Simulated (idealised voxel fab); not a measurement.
process module | voxel plated lines
cross-section cut | 265 nm wide | cells 5 nm
A cross-section is a grid of square cells, given in bands from the top down. A band is one or more rows of cells.
Each band's line starts with the height of the band's top and of its bottom, in nm. Then come its materials from left to right, each with its width in nm. One material with "throughout" fills the band from edge to edge. "air" is empty space.
Height 0 is the level under which the wafer as received is all one material. The lowest band goes on downwards, as in "0 down".
A width such as "30 to 40" changes by the same amount from each row of cells to the next, from the band's top row to its bottom row.
"no change" after a step means that no cell of the cross-section changed.
closed voids: empty space of 8 cells or more with no open way to the top, each as width x height at its distance from the left edge, in nm
after a step's settings: what the simulator itself notes on the step
overlay nm, on a step with a mask: how far to the right of its planned place the mask lay; to the left if negative
plan
1 op RECEIVE | material Si
2 op CONFORMAL_DEP | material SiO2 | thk nm 5
3 op DIRECTIONAL_DEP | material TiN | thk nm 5
4 op PATTERN | tone open | mask id LINES | material resist | width nm 25 | pitch nm 55 | thk nm 20 | overlay nm 0
5 op EPI | material Ru | thk nm 10
6 op STRIP | etch materials resist
7 op DIRECTIONAL_ETCH | etch materials TiN | depth nm 5
8 op CONFORMAL_DEP | material SiCN | thk nm 5
as received, after step 1
  0 down: Si throughout
  closed voids: none
first wafer at the end, as planned
  25 to 20: air 60 | SiCN 35 | air 20 | SiCN 35 | air 20 | SiCN 35 | air 60
  20 to 10: air 60 | SiCN 5 | Ru 25 | SiCN 5 | air 20 | SiCN 5 | Ru 25 | SiCN 5 | air 20 | SiCN 5 | Ru 25 | SiCN 5 | air 60
  10 to 5: SiCN 65 | TiN 25 | SiCN 30 | TiN 25 | SiCN 30 | TiN 25 | SiCN 65
  5 to 0: SiO2 throughout
  0 down: Si throughout
  closed voids: none
second wafer at the end: like start, like plan, one mistake
  20 to 10: air 65 | Ru 25 | air 30 | Ru 25 | air 30 | Ru 25 | air 65
  10 to 5: air 65 | TiN 25 | air 30 | TiN 25 | air 30 | TiN 25 | air 65
  5 to 0: SiO2 throughout
  0 down: Si throughout
  closed voids: none
what went wrong: step 8 was left out
at the end the second wafer has, in cells: 71 fewer of SiCN
